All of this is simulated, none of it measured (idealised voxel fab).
process module | voxel wiring stack
cross-section cut | 280 nm wide | cells 5 nm
A cross-section is a grid of square cells, given in bands from the top down. A band is one or more rows of cells.
Each band's line starts with the height of the band's top and of its bottom, in nm. Then come its materials from left to right, each with its width in nm. One material with "throughout" fills the band from edge to edge. "air" is empty space.
Height 0 is the level under which the wafer as received is all one material. The lowest band goes on downwards, as in "0 down".
A width such as "30 to 40" changes by the same amount from each row of cells to the next, from the band's top row to its bottom row.
"no change" after a step means that no cell of the cross-section changed.
closed voids: empty space of 8 cells or more with no open way to the top, each as width x height at its distance from the left edge, in nm
after a step's settings: what the simulator itself notes on the step
overlay nm, on a step with a mask: how far to the right of its planned place the mask lay; to the left if negative
plan
1 op RECEIVE | material Si
2 op CONFORMAL_DEP | material SiO2 | thk nm 10
3 op DIRECTIONAL_DEP | material TiN | thk nm 5
4 op DIRECTIONAL_DEP | material W | thk nm 15
5 op PATTERN | tone cover | mask id METAL_1 | material resist | width nm 30 | pitch nm 55 | thk nm 15 | overlay nm 0
6 op DIRECTIONAL_ETCH | etch materials W | depth nm 15
7 op DIRECTIONAL_ETCH | etch materials TiN | depth nm 5
8 op STRIP | etch materials resist
9 op FILL_DEP | material SiO2 | thk nm 10
10 op CMP | height nm 30
11 op CONFORMAL_DEP | material SiCN | thk nm 5
12 op DIRECTIONAL_DEP | material lowk | thk nm 20
13 op PATTERN | tone open | mask id PLUG_1 | material resist | width nm 15 | pitch nm 55 | thk nm 15 | overlay nm 0
14 op DIRECTIONAL_ETCH | etch materials lowk | depth nm 20
15 op DIRECTIONAL_ETCH | etch materials SiCN | depth nm 5
16 op STRIP | etch materials resist
17 op CONFORMAL_DEP | material TiN | thk nm 5
18 op FILL_DEP | material Ru | thk nm 5
19 op CMP | height nm 55
20 op DIRECTIONAL_DEP | material TiN | thk nm 5
21 op DIRECTIONAL_DEP | material Ru | thk nm 15
22 op PATTERN | tone cover | mask id METAL_2 | material resist | width nm 30 | pitch nm 55 | thk nm 20 | overlay nm -15
23 op DIRECTIONAL_ETCH | etch materials Ru | depth nm 15
24 op DIRECTIONAL_ETCH | etch materials TiN | depth nm 5
25 op STRIP | etch materials resist
26 op CONFORMAL_DEP | material SiCN | thk nm 5
27 op FILL_DEP | material SiO2 | thk nm 5
28 op CMP | height nm 75
29 op CONFORMAL_DEP | material SiN | thk nm 5
varied across the wafers: overlay nm of step 22. The plan shows the first wafer's value. All wafers start alike
first wafer as received, after step 1
  0 down: Si throughout
  closed voids: none
each wafer at the end: cells of each material gained (+) or lost (-) since it was received, then its closed voids
overlay nm -15 | +44 Ru | +106 SiCN | +56 SiN | +408 SiO2 | +46 TiN | +36 W | +200 lowk | closed voids: none
overlay nm -10 | +44 Ru | +106 SiCN | +56 SiN | +408 SiO2 | +46 TiN | +36 W | +200 lowk | closed voids: none
overlay nm -5 | +44 Ru | +106 SiCN | +56 SiN | +408 SiO2 | +46 TiN | +36 W | +200 lowk | closed voids: none
overlay nm 0 | +44 Ru | +106 SiCN | +56 SiN | +408 SiO2 | +46 TiN | +36 W | +200 lowk | closed voids: none
overlay nm 5 | +44 Ru | +106 SiCN | +56 SiN | +408 SiO2 | +46 TiN | +36 W | +200 lowk | closed voids: none
overlay nm 10 | +44 Ru | +106 SiCN | +56 SiN | +408 SiO2 | +46 TiN | +36 W | +200 lowk | closed voids: none
overlay nm 15 | +44 Ru | +106 SiCN | +56 SiN | +408 SiO2 | +46 TiN | +36 W | +200 lowk | closed voids: none
